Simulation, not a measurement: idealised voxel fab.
The following process module bears the name voxel capacitor over wiring.
Each square cell in cross-section cut measures 5 nm, and the section as a whole is 300 nm wide.
Reading order for cross-sections: top band down to bottom band. Underlying form: a grid of square cells. Band size: one or more rows of cells.
The band entry comprises the height of the band's top followed by the height of its bottom, expressed in nm, and subsequently the band's materials from left to right, each stated together with its width in nm. Where a single material is marked with the word "throughout", that material fills the band from edge to edge. The word "empty" represents empty space.
Height is counted from the level 0, under which the received wafer is composed throughout of one material. The lowest of the bands is not closed at the bottom but continues downward, in the notation "0 down".
You'd read "30 to 40" like this: the band's top row of cells is as wide as the first number, its bottom row is as wide as the second, and going down, every row changes width by the same amount as the row before did.
Key: "nothing different" - step with no changed cell in the cross-section.
Entry "Sealed internal voids". Content: empty spaces with no open connection to the top, size 8 cells or greater. Each: width x height at distance. Distance: from left edge. Unit: nm.
Heads up: the bit after the settings on a step's line is the simulator's remark on that step.
overlay nm: where the mask lay relative to plan, measured to the right, on steps with a mask; negatives go left.

Intended process steps:
1) RECEIVE,material Si
2) CONFORMAL_DEP,material SiO2,thk nm 15
3) DIRECTIONAL_DEP,material TiN,thk nm 5
4) DIRECTIONAL_DEP,material Ru,thk nm 20
5) PATTERN,tone cover,mask id METAL_1,material resist,width nm 20,pitch nm 75,thk nm 20,overlay nm 0
6) DIRECTIONAL_ETCH,etch materials Ru,depth nm 20
7) DIRECTIONAL_ETCH,etch materials TiN,depth nm 5
8) STRIP,etch materials resist
9) FILL_DEP,material SiO2,thk nm 5
10) CMP,height nm 40
11) CONFORMAL_DEP,material SiCN,thk nm 5
12) DIRECTIONAL_DEP,material lowk,thk nm 20
13) MASKED_ETCH,tone open,mask id PLUG_1,width nm 15,etch materials lowk,depth nm 20,overlay nm 0
14) MASKED_ETCH,tone open,mask id PLUG_1,width nm 15,etch materials SiCN,depth nm 5,overlay nm 0
15) EPI,material Ru,thk nm 10
16) EPI,material Ru,thk nm 10
17) EPI,material Ru,thk nm 5
18) DIRECTIONAL_DEP,material TiN,thk nm 5
19) DIRECTIONAL_DEP,material SiN,thk nm 5
20) DIRECTIONAL_DEP,material TiN,thk nm 10
21) PATTERN,tone cover,mask id UPPER_PLATE,material resist,width nm 60,thk nm 20,overlay nm 0
22) DIRECTIONAL_ETCH,etch materials TiN,depth nm 10
23) DIRECTIONAL_ETCH,etch materials SiN,depth nm 5
24) STRIP,etch materials resist
25) MASKED_ETCH,tone cover,mask id LOWER_PLATE,width nm 70,etch materials TiN,depth nm 5,overlay nm 0
26) FILL_DEP,material SiO2,thk nm 15
27) CMP,height nm 85
28) PATTERN,tone open,mask id PLUG_2,material resist,width nm 15,thk nm 15,overlay nm 0
29) DIRECTIONAL_ETCH,etch materials SiO2,depth nm 10
30) STRIP,etch materials resist
31) CONFORMAL_DEP,material TiN,thk nm 5
32) FILL_DEP,material W,thk nm 10
33) CMP,height nm 95
34) CONFORMAL_DEP,material SiCN,thk nm 5
Keep in mind the plan's value for the height nm of step 27 comes from the first wafer; the wafers don't share that setting, but they do share the same starting point.

First wafer of several, as received: cross-section after step 1:
  0 down: Si throughout
  Sealed internal voids: none

first wafer at the end, after step 34:
  100 to 95: SiCN throughout
  95 to 90: W throughout
  90 to 85: TiN throughout
  85 to 75: SiO2: 105 / TiN: 60 / SiO2: 135
  75 to 70: SiO2: 105 / SiN: 60 / SiO2: 135
  70 to 65: SiO2: 100 / TiN: 70 / SiO2: 130
  65 to 45: lowk: 105 / Ru: 15 / lowk: 180
  45 to 40: SiCN: 105 / Ru: 15 / SiCN: 180
  40 to 20: SiO2: 100 / Ru: 20 / SiO2: 55 / Ru: 20 / SiO2: 105
  20 to 15: SiO2: 100 / TiN: 20 / SiO2: 55 / TiN: 20 / SiO2: 105
  15 to 0: SiO2 throughout
  0 down: Si throughout
  Sealed internal voids: none

Last wafer, end of module, cross-section:
  100 to 95: SiCN throughout
  95 to 90: SiO2: 115 / TiN: 15 / SiO2: 170
  90 to 85: SiO2 throughout
  85 to 75: SiO2: 105 / TiN: 60 / SiO2: 135
  75 to 70: SiO2: 105 / SiN: 60 / SiO2: 135
  70 to 65: SiO2: 100 / TiN: 70 / SiO2: 130
  65 to 45: lowk: 105 / Ru: 15 / lowk: 180
  45 to 40: SiCN: 105 / Ru: 15 / SiCN: 180
  40 to 20: SiO2: 100 / Ru: 20 / SiO2: 55 / Ru: 20 / SiO2: 105
  20 to 15: SiO2: 100 / TiN: 20 / SiO2: 55 / TiN: 20 / SiO2: 105
  15 to 0: SiO2 throughout
  0 down: Si throughout
  Sealed internal voids: none

Basically each wafer gets a line in the table, showing it at the end of the module: material by material, the cells it gained (+) or lost (-) since we got it, then its closed voids:
height nm 85; +47 Ru; +117 SiCN; +12 SiN; +630 SiO2; +106 TiN; +60 W; +228 lowk; Sealed internal voids: none
height nm 90; +47 Ru; +117 SiCN; +12 SiN; +687 SiO2; +108 TiN; +1 W; +228 lowk; Sealed internal voids: none
height nm 95; +47 Ru; +117 SiCN; +12 SiN; +744 SiO2; +51 TiN; +1 W; +228 lowk; Sealed internal voids: none
height nm 100; +47 Ru; +117 SiCN; +12 SiN; +747 SiO2; +49 TiN; +228 lowk; Sealed internal voids: none
